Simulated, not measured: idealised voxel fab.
voxel self aligned vias: a process module
The cross-section on display is named cut; it measures 190 nm wide, and its cells are 5 nm squares.
Notation: cross-section as square-cell grid; stated in bands, top first, going down; one or more cell rows per band.
Heads up on the band format: heights come first, top then bottom, in nm. After that it's the materials left to right, each with its width in nm. A single material flagged "all across" fills the whole band edge to edge, and "empty" means there's empty space there.
The reference from which all heights are counted is 0, the level beneath which the as-received wafer is entirely one material; the lowest band, having no lower bound, proceeds downward and is written after the example "from 0 down".
The two numbers in a width such as "30->40" mark its ends across the band: the first belongs to the top row of cells, the second to the bottom row, and from each row to the next the width moves by the same amount.
"changes: none", as given for a step, is the statement that not any cell of the cross-section underwent a change during that step.
You'll see "Catalogued sealed voids" listing empty spaces that have no way open to the top, as long as they're 8 cells or more; the notation is width x height at distance, where the distance is from the left edge, and all of it is in nm.
Where a step's line continues beyond its settings, the continuation is a remark by the simulator itself on that step.
"overlay nm" denotes, for a step that has a mask, the displacement of the mask to the right of its planned place, with negative values corresponding to the left.
### Process steps (planned)
1: RECEIVE with material Si
2: CONFORMAL_DEP with material SiO2, thk nm 10
3: CONFORMAL_DEP with material SiCN, thk nm 5
4: DIRECTIONAL_DEP with material lowk, thk nm 20
5: PATTERN with tone open, mask id LINES, material resist, width nm 20, pitch nm 55, thk nm 20, overlay nm 0
6: DIRECTIONAL_ETCH with etch materials lowk, depth nm 20
7: STRIP with etch materials resist
8: CONFORMAL_DEP with material TiN, thk nm 5
9: FILL_DEP with material W, thk nm 10
10: CMP with height nm 35
11: SELECTIVE_ETCH with etch materials W Ru TiN, depth nm 10
12: FILL_DEP with material SiN, thk nm 10
13: CMP with height nm 35
14: DIRECTIONAL_DEP with material lowk, thk nm 15
15: DIRECTIONAL_DEP with material aC, thk nm 15
16: PATTERN with tone open, mask id VIAS, material resist, width nm 30, pitch nm 55, thk nm 30, overlay nm 0
17: DIRECTIONAL_ETCH with etch materials aC, depth nm 15
18: STRIP with etch materials resist
19: DIRECTIONAL_ETCH with etch materials lowk, depth nm 15
20: DIRECTIONAL_ETCH with etch materials SiN, depth nm 10
21: STRIP with etch materials aC
22: CONFORMAL_DEP with material TiN, thk nm 5
23: FILL_DEP with material W, thk nm 10
24: CMP with height nm 50
25: CONFORMAL_DEP with material SiCN, thk nm 5
### The first wafer of two, processed as planned
### Here's what the wafer looked like in cross-section when it arrived - that's after step 1
from 0 down  Si all across
Catalogued sealed voids: none
### The wafer in cross-section once step 2 is complete
from 10 to 0  SiO2 all across
Everything below 0 is unchanged.
### The wafer in cross-section once step 3 is complete
from 15 to 10  SiCN all across
Everything below 10 is unchanged.
### The wafer in cross-section once step 4 is complete
from 35 to 15  lowk all across
Everything below 15 is unchanged.
### The wafer in cross-section once step 5 is complete
from 55 to 35  resist (30); empty (20); resist (35); empty (20); resist (35); empty (20); resist (30)
Everything below 35 is unchanged.
### The wafer in cross-section once step 6 is complete
from 55 to 35  resist (30); empty (20); resist (35); empty (20); resist (35); empty (20); resist (30)
from 35 to 15  lowk (30); empty (20); lowk (35); empty (20); lowk (35); empty (20); lowk (30)
Everything below 15 is unchanged.
### The wafer in cross-section once step 7 is complete
from 35 to 15  lowk (30); empty (20); lowk (35); empty (20); lowk (35); empty (20); lowk (30)
Everything below 15 is unchanged.
### The wafer in cross-section once step 8 is complete
from 40 to 35  TiN (35); empty (10); TiN (45); empty (10); TiN (45); empty (10); TiN (35)
from 35 to 20  lowk (30); TiN (5); empty (10); TiN (5); lowk (35); TiN (5); empty (10); TiN (5); lowk (35); TiN (5); empty (10); TiN (5); lowk (30)
from 20 to 15  lowk (30); TiN (20); lowk (35); TiN (20); lowk (35); TiN (20); lowk (30)
Everything below 15 is unchanged.
### The wafer in cross-section once step 9 is complete
from 50 to 40  W all across
from 40 to 35  TiN (35); W (10); TiN (45); W (10); TiN (45); W (10); TiN (35)
from 35 to 20  lowk (30); TiN (5); W (10); TiN (5); lowk (35); TiN (5); W (10); TiN (5); lowk (35); TiN (5); W (10); TiN (5); lowk (30)
Everything below 20 is unchanged.
### The wafer in cross-section once step 10 is complete
from 35 to 20  lowk (30); TiN (5); W (10); TiN (5); lowk (35); TiN (5); W (10); TiN (5); lowk (35); TiN (5); W (10); TiN (5); lowk (30)
Everything below 20 is unchanged.
### The wafer in cross-section once step 11 is complete
from 35 to 25  lowk (30); empty (20); lowk (35); empty (20); lowk (35); empty (20); lowk (30)
Everything below 25 is unchanged.
### The wafer in cross-section once step 12 is complete
from 45 to 35  SiN all across
from 35 to 25  lowk (30); SiN (20); lowk (35); SiN (20); lowk (35); SiN (20); lowk (30)
Everything below 25 is unchanged.
### The wafer in cross-section once step 13 is complete
from 35 to 25  lowk (30); SiN (20); lowk (35); SiN (20); lowk (35); SiN (20); lowk (30)
Everything below 25 is unchanged.
### The wafer in cross-section once step 14 is complete
from 50 to 35  lowk all across
Everything below 35 is unchanged.
### The wafer in cross-section once step 15 is complete
from 65 to 50  aC all across
Everything below 50 is unchanged.
### The wafer in cross-section once step 16 is complete
from 95 to 65  resist (25); empty (30); resist (25); empty (30); resist (25); empty (30); resist (25)
Everything below 65 is unchanged.
### The wafer in cross-section once step 17 is complete
from 80 to 65  resist (25); empty (30); resist (25); empty (30); resist (25); empty (30); resist (25)
from 65 to 50  aC (25); empty (30); aC (25); empty (30); aC (25); empty (30); aC (25)
Everything below 50 is unchanged.
### The wafer in cross-section once step 18 is complete
from 65 to 50  aC (25); empty (30); aC (25); empty (30); aC (25); empty (30); aC (25)
Everything below 50 is unchanged.
### The wafer in cross-section once step 19 is complete
from 65 to 50  aC (25); empty (30); aC (25); empty (30); aC (25); empty (30); aC (25)
from 50 to 35  lowk (25); empty (30); lowk (25); empty (30); lowk (25); empty (30); lowk (25)
Everything below 35 is unchanged.
### The wafer in cross-section once step 20 is complete
from 65 to 50  aC (25); empty (30); aC (25); empty (30); aC (25); empty (30); aC (25)
from 50 to 35  lowk (25); empty (30); lowk (25); empty (30); lowk (25); empty (30); lowk (25)
from 35 to 25  lowk (30); empty (20); lowk (35); empty (20); lowk (35); empty (20); lowk (30)
Everything below 25 is unchanged.
### The wafer in cross-section once step 21 is complete
from 50 to 35  lowk (25); empty (30); lowk (25); empty (30); lowk (25); empty (30); lowk (25)
Everything below 35 is unchanged.
### The wafer in cross-section once step 22 is complete
from 55 to 50  TiN (30); empty (20); TiN (35); empty (20); TiN (35); empty (20); TiN (30)
from 50 to 40  lowk (25); TiN (5); empty (20); TiN (5); lowk (25); TiN (5); empty (20); TiN (5); lowk (25); TiN (5); empty (20); TiN (5); lowk (25)
from 40 to 30  lowk (25->30); TiN (10->5); empty (10); TiN (10->5); lowk (25->35); TiN (10->5); empty (10); TiN (10->5); lowk (25->35); TiN (10->5); empty (10); TiN (10->5); lowk (25->30)
from 30 to 25  lowk (30); TiN (20); lowk (35); TiN (20); lowk (35); TiN (20); lowk (30)
Everything below 25 is unchanged.
### The wafer in cross-section once step 23 is complete
from 65 to 55  W all across
from 55 to 50  TiN (30); W (20); TiN (35); W (20); TiN (35); W (20); TiN (30)
from 50 to 40  lowk (25); TiN (5); W (20); TiN (5); lowk (25); TiN (5); W (20); TiN (5); lowk (25); TiN (5); W (20); TiN (5); lowk (25)
from 40 to 30  lowk (25->30); TiN (10->5); W (10); TiN (10->5); lowk (25->35); TiN (10->5); W (10); TiN (10->5); lowk (25->35); TiN (10->5); W (10); TiN (10->5); lowk (25->30)
Everything below 30 is unchanged.
### The wafer in cross-section once step 24 is complete
from 50 to 40  lowk (25); TiN (5); W (20); TiN (5); lowk (25); TiN (5); W (20); TiN (5); lowk (25); TiN (5); W (20); TiN (5); lowk (25)
Everything below 40 is unchanged.
### The wafer in cross-section once step 25 is complete
from 55 to 50  SiCN all across
Everything below 50 is unchanged.
### Second of two: same start, same plan, one run error; steps up to and including 2 match the first
### Cross-sectional representation of the second wafer at the time designated in the plan for the completion of step 3
from 30 to 10  lowk all across
Everything below 10 is unchanged.
### Cross-sectional representation of the second wafer at the time designated in the plan for the completion of step 4
from 35 to 30  SiCN all across
Everything below 30 is unchanged.
### Cross-sectional representation of the second wafer at the time designated in the plan for the completion of step 5
from 55 to 35  resist (30); empty (20); resist (35); empty (20); resist (35); empty (20); resist (30)
Everything below 35 is unchanged.
Cross-sectional representation of the second wafer at the time designated in the plan for the completion of step 6: changes: none
### Cross-sectional representation of the second wafer at the time designated in the plan for the completion of step 7
from 35 to 30  SiCN all across
Everything below 30 is unchanged.
### Cross-sectional representation of the second wafer at the time designated in the plan for the completion of step 8
from 40 to 35  TiN all across
Everything below 35 is unchanged.
### Cross-sectional representation of the second wafer at the time designated in the plan for the completion of step 9
from 50 to 40  W all across
Everything below 40 is unchanged.
### Cross-sectional representation of the second wafer at the time designated in the plan for the completion of step 10
from 35 to 30  SiCN all across
Everything below 30 is unchanged.
Cross-sectional representation of the second wafer at the time designated in the plan for the completion of step 11: changes: none
### Cross-sectional representation of the second wafer at the time designated in the plan for the completion of step 12
from 45 to 35  SiN all across
Everything below 35 is unchanged.
### Cross-sectional representation of the second wafer at the time designated in the plan for the completion of step 13
from 35 to 30  SiCN all across
Everything below 30 is unchanged.
### Cross-sectional representation of the second wafer at the time designated in the plan for the completion of step 14
from 50 to 35  lowk all across
Everything below 35 is unchanged.
### Cross-sectional representation of the second wafer at the time designated in the plan for the completion of step 15
from 65 to 50  aC all across
Everything below 50 is unchanged.
### Cross-sectional representation of the second wafer at the time designated in the plan for the completion of step 16
from 95 to 65  resist (25); empty (30); resist (25); empty (30); resist (25); empty (30); resist (25)
Everything below 65 is unchanged.
### Cross-sectional representation of the second wafer at the time designated in the plan for the completion of step 17
from 80 to 65  resist (25); empty (30); resist (25); empty (30); resist (25); empty (30); resist (25)
from 65 to 50  aC (25); empty (30); aC (25); empty (30); aC (25); empty (30); aC (25)
Everything below 50 is unchanged.
### Cross-sectional representation of the second wafer at the time designated in the plan for the completion of step 18
from 65 to 50  aC (25); empty (30); aC (25); empty (30); aC (25); empty (30); aC (25)
Everything below 50 is unchanged.
### Cross-sectional representation of the second wafer at the time designated in the plan for the completion of step 19
from 65 to 50  aC (25); empty (30); aC (25); empty (30); aC (25); empty (30); aC (25)
from 50 to 35  lowk (25); empty (30); lowk (25); empty (30); lowk (25); empty (30); lowk (25)
Everything below 35 is unchanged.
Cross-sectional representation of the second wafer at the time designated in the plan for the completion of step 20: changes: none
### Cross-sectional representation of the second wafer at the time designated in the plan for the completion of step 21
from 50 to 35  lowk (25); empty (30); lowk (25); empty (30); lowk (25); empty (30); lowk (25)
Everything below 35 is unchanged.
### Cross-sectional representation of the second wafer at the time designated in the plan for the completion of step 22
from 55 to 50  TiN (30); empty (20); TiN (35); empty (20); TiN (35); empty (20); TiN (30)
from 50 to 40  lowk (25); TiN (5); empty (20); TiN (5); lowk (25); TiN (5); empty (20); TiN (5); lowk (25); TiN (5); empty (20); TiN (5); lowk (25)
from 40 to 35  lowk (25); TiN (30); lowk (25); TiN (30); lowk (25); TiN (30); lowk (25)
Everything below 35 is unchanged.
### Cross-sectional representation of the second wafer at the time designated in the plan for the completion of step 23
from 65 to 55  W all across
from 55 to 50  TiN (30); W (20); TiN (35); W (20); TiN (35); W (20); TiN (30)
from 50 to 40  lowk (25); TiN (5); W (20); TiN (5); lowk (25); TiN (5); W (20); TiN (5); lowk (25); TiN (5); W (20); TiN (5); lowk (25)
Everything below 40 is unchanged.
### Cross-sectional representation of the second wafer at the time designated in the plan for the completion of step 24
from 50 to 40  lowk (25); TiN (5); W (20); TiN (5); lowk (25); TiN (5); W (20); TiN (5); lowk (25); TiN (5); W (20); TiN (5); lowk (25)
Everything below 40 is unchanged.
### Cross-sectional representation of the second wafer at the time designated in the plan for the completion of step 25
from 55 to 50  SiCN all across
Everything below 50 is unchanged.
It is concluded that the wafer was processed incorrectly with respect to the plan, in that mixed up steps 3 and 4 - ran each in the other's place
The final cell counts differ between the wafers, with the second having more or fewer of some materials than the first: TiN: 30 fewer | W: 18 fewer | lowk: 48 more
